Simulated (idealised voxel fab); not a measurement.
The process module that follows is named voxel air gaps.
Displayed cross-section: cut, width of 165 nm, square cells sized 5 nm.
We lay out every cross-section as a grid of square cells and spell it out in bands from the top down, where one band means one or more rows of cells. Within each band entry, the heights of the top and of the bottom of the band appear first, in that order and in nm; the materials of the band then follow from left to right, each with its corresponding width in nm. The designation "everywhere" on a single material indicates that it fills the band from edge to edge; the designation "empty" indicates empty space. Basically, 0 is our baseline, since under it the wafer straight out of the box is all one material. The bottom band has no lower end and keeps on going down, so it looks like "0 nm and below". It should be noted that a width expressed as "30 to 40" varies in equal increments from row to row of cells within the band, taking the value of the first number at the top row and that of the second number at the bottom row. "no modifications" -> step changed no cross-section cell. This entry, "Encapsulated voids", enumerates those empty regions of no fewer than 8 cells that possess no open connection to the top. Each region is reported in the form width x height at distance, the distance being taken from the left edge, with all three quantities expressed in nm. The remark found on a step's line after its settings is issued by the simulator itself and pertains to that step. "overlay nm" on a masked step: distance the mask lay right of its planned place, negative for left.

# The process steps that were planned are listed below
1,RECEIVE | material Si
2,CONFORMAL_DEP | material SiO2 | thk nm 15
3,CONFORMAL_DEP | material SiCN | thk nm 5
4,DIRECTIONAL_DEP | material lowk | thk nm 30
5,DIRECTIONAL_DEP | material aC | thk nm 10
6,PATTERN | tone open | mask id LINES | material resist | width nm 20 | pitch nm 45 | thk nm 25 | overlay nm 0
7,DIRECTIONAL_ETCH | etch materials aC | depth nm 10
8,STRIP | etch materials resist
9,DIRECTIONAL_ETCH | etch materials lowk | depth nm 30
10,STRIP | etch materials aC
11,CONFORMAL_DEP | material TiN | thk nm 5
12,FILL_DEP | material Ru | thk nm 5
13,CMP | height nm 50
14,EPI | material Ru | thk nm 10
15,SELECTIVE_ETCH | etch materials lowk | depth nm 40
16,CONFORMAL_DEP | material SiCN | thk nm 5

# Incoming wafer, cross-sectional view, post step 1
	0 nm and below | Si everywhere
	Encapsulated voids: none

# Cross-sectional image of the first of two wafers at the end of the module, the run having proceeded as planned
	65 nm to 60 nm | empty (10)  SiCN (140)  empty (15)
	60 nm to 50 nm | empty (10)  SiCN (5)  Ru (40)  SiCN (5)  Ru (40)  SiCN (5)  Ru (40)  SiCN (5)  empty (15)
	50 nm to 45 nm | empty (10)  SiCN (15)  TiN (5)  Ru (10)  TiN (5)  SiCN (25)  TiN (5)  Ru (10)  TiN (5)  SiCN (25)  TiN (5)  Ru (10)  TiN (5)  SiCN (15)  empty (15)
	45 nm to 25 nm | empty (20)  SiCN (5)  TiN (5)  Ru (10)  TiN (5)  SiCN (5)  empty (15)  SiCN (5)  TiN (5)  Ru (10)  TiN (5)  SiCN (5)  empty (15)  SiCN (5)  TiN (5)  Ru (10)  TiN (5)  SiCN (5)  empty (25)
	25 nm to 20 nm | SiCN (25)  TiN (20)  SiCN (25)  TiN (20)  SiCN (25)  TiN (20)  SiCN (30)
	20 nm to 15 nm | SiCN everywhere
	15 nm to 0 nm | SiO2 everywhere
	0 nm and below | Si everywhere
	Encapsulated voids: 15 x 20 at 50; 15 x 20 at 95

# Second of two wafers, module complete, sectioned: it shares the first wafer's start and plan but was run with one mistake
	55 nm to 45 nm | SiCN everywhere
	45 nm to 15 nm | lowk everywhere
	15 nm to 0 nm | SiO2 everywhere
	0 nm and below | Si everywhere
	Encapsulated voids: none
Want to know what went wrong? order of steps 3 and 4 inverted relative to the plan
Once processing is complete, comparing cell counts shows that the second wafer has more or fewer of certain materials than the first: Ru: 78 fewer, SiCN: 64 fewer, TiN: 42 fewer, lowk: 198 more
Ultimately, the number of closed voids is 2 in the first wafer and 0 in the second wafer.
